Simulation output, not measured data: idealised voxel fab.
Process module heading - voxel wiring stack
Cross-sectional view cut (width: 225 nm; square cell size: 5 nm).
The cross-sections in this document take the form of a grid made of square cells. They are written out as bands, in order from top to bottom. Each band consists of one or more rows of cells.
Band entry format. Leading values: height of top, height of bottom, nm. Remainder: materials in left-to-right order, each with its width in nm. Special words: "all across" on a single material, which then fills the band edge to edge; "blank", empty space.
Heights are reckoned from 0. Under this level, the received wafer is all of one material. The bottommost band is open-ended downward, for example "0 and below".
A two-number width, for instance "30 to 40", indicates that the width is equal to the first number in the top row of the band and to the second number in the bottom row, and that it changes by a constant amount per row of cells.
"left unchanged" (step): cross-section cells unchanged, all of them.
What "Completely sealed voids" gives you is every empty space of 8 cells or more that is cut off from the top. Each appears as width x height at distance, with the distance taken from the left edge and width, height and distance all in nm.
Text after the settings on a step's line: the simulator's own remark on that step.
overlay nm: for a step with a mask, the amount by which the mask lay right of where it was planned; a negative amount means left of it.
### Here's what the planned process steps look like
1: RECEIVE,material Si
2: CONFORMAL_DEP,material SiO2,thk nm 15
3: DIRECTIONAL_DEP,material TiN,thk nm 5
4: DIRECTIONAL_DEP,material Ru,thk nm 25
5: PATTERN,tone cover,mask id METAL_1,material resist,width nm 25,pitch nm 40,thk nm 20,overlay nm 0
6: DIRECTIONAL_ETCH,etch materials Ru,depth nm 25
7: DIRECTIONAL_ETCH,etch materials TiN,depth nm 5
8: STRIP,etch materials resist
9: FILL_DEP,material SiO2,thk nm 5
10: CMP,height nm 45
11: CONFORMAL_DEP,material SiCN,thk nm 5
12: DIRECTIONAL_DEP,material SiO2,thk nm 30
13: PATTERN,tone open,mask id METAL_2_HOLES,material resist,width nm 15,pitch nm 40,thk nm 15,overlay nm 0
14: DIRECTIONAL_ETCH,etch materials SiO2,depth nm 30
15: STRIP,etch materials resist
16: DIRECTIONAL_DEP,material aC,thk nm 15
17: PATTERN,tone open,mask id METAL_2,material resist,width nm 25,pitch nm 40,thk nm 35,overlay nm 0
18: DIRECTIONAL_ETCH,etch materials aC,depth nm 15
19: STRIP,etch materials resist
20: DIRECTIONAL_ETCH,etch materials SiO2,depth nm 20
21: DIRECTIONAL_ETCH,etch materials SiCN,depth nm 5
22: STRIP,etch materials aC
23: CONFORMAL_DEP,material TiN,thk nm 5
24: FILL_DEP,material Ru,thk nm 10
25: CMP,height nm 80
26: CONFORMAL_DEP,material SiCN,thk nm 5
27: DIRECTIONAL_DEP,material SiO2,thk nm 35
28: MASKED_ETCH,tone open,mask id METAL_3_HOLES,width nm 15,etch materials SiO2,depth nm 35,overlay nm 0
29: DIRECTIONAL_DEP,material aC,thk nm 10
30: PATTERN,tone open,mask id METAL_3,material resist,width nm 25,pitch nm 40,thk nm 25,overlay nm 0
31: DIRECTIONAL_ETCH,etch materials aC,depth nm 10
32: STRIP,etch materials resist
33: DIRECTIONAL_ETCH,etch materials SiO2,depth nm 20
34: DIRECTIONAL_ETCH,etch materials SiCN,depth nm 5
35: STRIP,etch materials aC
36: CONFORMAL_DEP,material TiN,thk nm 5
37: FILL_DEP,material Cu,thk nm 10
38: CMP,height nm 120
39: CONFORMAL_DEP,material SiCN,thk nm 5
40: DIRECTIONAL_DEP,material SiO2,thk nm 25
41: PATTERN,tone open,mask id METAL_4_HOLES,material resist,width nm 15,thk nm 15,overlay nm 0
42: DIRECTIONAL_ETCH,etch materials SiO2,depth nm 25
43: STRIP,etch materials resist
44: MASKED_ETCH,tone open,mask id METAL_4,width nm 25,pitch nm 40,etch materials SiO2,depth nm 15,overlay nm 0
45: MASKED_ETCH,tone open,mask id METAL_4,width nm 25,pitch nm 40,etch materials SiCN,depth nm 5,overlay nm 0
46: CONFORMAL_DEP,material TiN,thk nm 5
47: FILL_DEP,material Ru,thk nm 10
48: CMP,height nm 150
49: CONFORMAL_DEP,material SiN,thk nm 5
### Received-state cross-section, reflecting completion of step 1
	0 and below | Si all across
	Completely sealed voids: none
### As-planned run: cross-section of the first of two wafers at end of module
	155 down to 150 | SiN all across
	150 down to 140 | SiO2 80 nm, then TiN 5 nm, then Ru 15 nm, then TiN 5 nm, then SiO2 15 nm, then TiN 5 nm, then Ru 15 nm, then TiN 5 nm, then SiO2 80 nm
	140 down to 135 | SiO2 80 nm, then TiN 5 nm, then Ru 5 nm, then TiN 15 nm, then SiO2 15 nm, then TiN 25 nm, then SiO2 80 nm
	135 down to 125 | SiO2 80 nm, then TiN 5 nm, then Ru 5 nm, then TiN 5 nm, then SiO2 130 nm
	125 down to 120 | SiCN 80 nm, then TiN 15 nm, then SiCN 130 nm
	120 down to 105 | SiO2 80 nm, then TiN 5 nm, then Cu 15 nm, then TiN 5 nm, then SiO2 15 nm, then TiN 5 nm, then Cu 15 nm, then TiN 5 nm, then SiO2 80 nm
	105 down to 100 | SiO2 80 nm, then TiN 5 nm, then Cu 5 nm, then TiN 15 nm, then SiO2 15 nm, then TiN 25 nm, then SiO2 80 nm
	100 down to 85 | SiO2 80 nm, then TiN 5 nm, then Cu 5 nm, then TiN 5 nm, then SiO2 130 nm
	85 down to 80 | SiCN 80 nm, then TiN 15 nm, then SiCN 130 nm
	80 down to 65 | SiO2 80 nm, then TiN 5 nm, then Ru 15 nm, then TiN 5 nm, then SiO2 15 nm, then TiN 5 nm, then Ru 15 nm, then TiN 5 nm, then SiO2 80 nm
	65 down to 60 | SiO2 80 nm, then TiN 5 nm, then Ru 5 nm, then TiN 15 nm, then SiO2 15 nm, then TiN 5 nm, then Ru 5 nm, then TiN 15 nm, then SiO2 80 nm
	60 down to 50 | SiO2 80 nm, then TiN 5 nm, then Ru 5 nm, then TiN 5 nm, then SiO2 25 nm, then TiN 5 nm, then Ru 5 nm, then TiN 5 nm, then SiO2 90 nm
	50 down to 45 | SiCN 80 nm, then TiN 15 nm, then SiCN 25 nm, then TiN 15 nm, then SiCN 90 nm
	45 down to 20 | SiO2 80 nm, then Ru 25 nm, then SiO2 15 nm, then Ru 25 nm, then SiO2 80 nm
	20 down to 15 | SiO2 80 nm, then TiN 25 nm, then SiO2 15 nm, then TiN 25 nm, then SiO2 80 nm
	15 down to 0 | SiO2 all across
	0 and below | Si all across
	Completely sealed voids: none
### Cross-section at end of module for the second wafer of two, which matched the first in starting point and plan and differed by one mistake in its processing
	155 down to 150 | SiN all across
	150 down to 140 | SiO2 80 nm, then TiN 5 nm, then Ru 15 nm, then TiN 5 nm, then SiO2 15 nm, then TiN 5 nm, then Ru 15 nm, then TiN 5 nm, then SiO2 80 nm
	140 down to 135 | SiO2 80 nm, then TiN 5 nm, then Ru 5 nm, then TiN 15 nm, then SiO2 15 nm, then TiN 25 nm, then SiO2 80 nm
	135 down to 125 | SiO2 80 nm, then TiN 5 nm, then Ru 5 nm, then TiN 5 nm, then SiO2 130 nm
	125 down to 120 | SiCN 80 nm, then TiN 15 nm, then SiCN 130 nm
	120 down to 105 | SiO2 70 nm, then TiN 5 nm, then Cu 15 nm, then TiN 5 nm, then SiO2 15 nm, then TiN 5 nm, then Cu 15 nm, then TiN 5 nm, then SiO2 90 nm
	105 down to 100 | SiO2 70 nm, then TiN 15 nm, then Cu 5 nm, then TiN 5 nm, then SiO2 15 nm, then TiN 25 nm, then SiO2 90 nm
	100 down to 85 | SiO2 80 nm, then TiN 5 nm, then Cu 5 nm, then TiN 5 nm, then SiO2 130 nm
	85 down to 80 | SiCN 80 nm, then TiN 15 nm, then SiCN 130 nm
	80 down to 65 | SiO2 80 nm, then TiN 5 nm, then Ru 15 nm, then TiN 5 nm, then SiO2 15 nm, then TiN 5 nm, then Ru 15 nm, then TiN 5 nm, then SiO2 80 nm
	65 down to 60 | SiO2 80 nm, then TiN 5 nm, then Ru 5 nm, then TiN 15 nm, then SiO2 15 nm, then TiN 5 nm, then Ru 5 nm, then TiN 15 nm, then SiO2 80 nm
	60 down to 50 | SiO2 80 nm, then TiN 5 nm, then Ru 5 nm, then TiN 5 nm, then SiO2 25 nm, then TiN 5 nm, then Ru 5 nm, then TiN 5 nm, then SiO2 90 nm
	50 down to 45 | SiCN 80 nm, then TiN 15 nm, then SiCN 25 nm, then TiN 15 nm, then SiCN 90 nm
	45 down to 20 | SiO2 80 nm, then Ru 25 nm, then SiO2 15 nm, then Ru 25 nm, then SiO2 80 nm
	20 down to 15 | SiO2 80 nm, then TiN 25 nm, then SiO2 15 nm, then TiN 25 nm, then SiO2 80 nm
	15 down to 0 | SiO2 all across
	0 and below | Si all across
	Completely sealed voids: none
Diagnosis: it should be noted that step 30 was executed with settings other than those planned, the operation and settings actually applied being PATTERN,tone open,mask id METAL_3,material resist,width nm 25,pitch nm 40,thk nm 25,overlay nm -10
At the end, each material covers as many cells on the second wafer as it does on the first, though the cells it covers are elsewhere.
